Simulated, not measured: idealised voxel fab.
You're looking at the process module voxel plated lines.
Cross-section cut spans 265 nm and uses square cells 5 nm in size.
Cross-section = grid of square cells, listed top down in bands; band = one or more rows.
What a band's entry tells you: where the top is and where the bottom is, as heights in nm, and after that what lies inside, material by material from left to right, each with its width in nm. Empty space is written as the word "empty", and a single material marked with the word "all across" occupies the band from edge to edge.
All heights in this document are referenced to 0, defined as the level beneath which the wafer, as received, consists entirely of one material. The lowest band is not bounded below; it extends indefinitely downward and is written in the form "top 0, no bottom".
Graded width ("30..40"): value in top row of band = first number; value in bottom row = second number; row-to-row change constant.
Step note "stayed the same" = no cross-section cell changed.
Entry "Enclosed void listing" = empty spaces >= 8 cells with no open way to the top; each as width x height at distance, distance from left edge, all nm.
On each step's line, the part that comes after the settings is the simulator's own comment on the step.
Regarding "overlay nm": on a step with a mask, it is the distance the mask lay to the right of its planned place; a negative value places it to the left.
[Below is the list of planned process steps]
step 1: RECEIVE with material Si
step 2: CONFORMAL_DEP with material SiO2, thk nm 15
step 3: DIRECTIONAL_DEP with material TiN, thk nm 5
step 4: PATTERN with tone open, mask id LINES, material resist, width nm 15, pitch nm 50, thk nm 20, overlay nm 0
step 5: EPI with material Ru, thk nm 5
step 6: STRIP with etch materials resist
step 7: DIRECTIONAL_ETCH with etch materials TiN, depth nm 5
step 8: CONFORMAL_DEP with material SiN, thk nm 10
The plan's step 4 width nm is the first wafer's value; the wafers differ in this setting and start identical.
[The first of several wafers as received, shown in cross-section; this is its state after step 1]
    top 0, no bottom = Si all across
    Enclosed void listing: none
[Where each wafer stands at the end of the module, a row apiece: cells of each material gained (+) or lost (-) since it was received, then closed voids]
width nm 15, +12 Ru, +138 SiN, +159 SiO2, +12 TiN, Enclosed void listing: none
width nm 20, +16 Ru, +138 SiN, +159 SiO2, +16 TiN, Enclosed void listing: none
width nm 25, +20 Ru, +138 SiN, +159 SiO2, +20 TiN, Enclosed void listing: none
width nm 30, +24 Ru, +138 SiN, +159 SiO2, +24 TiN, Enclosed void listing: none
width nm 35, +28 Ru, +132 SiN, +159 SiO2, +28 TiN, Enclosed void listing: none
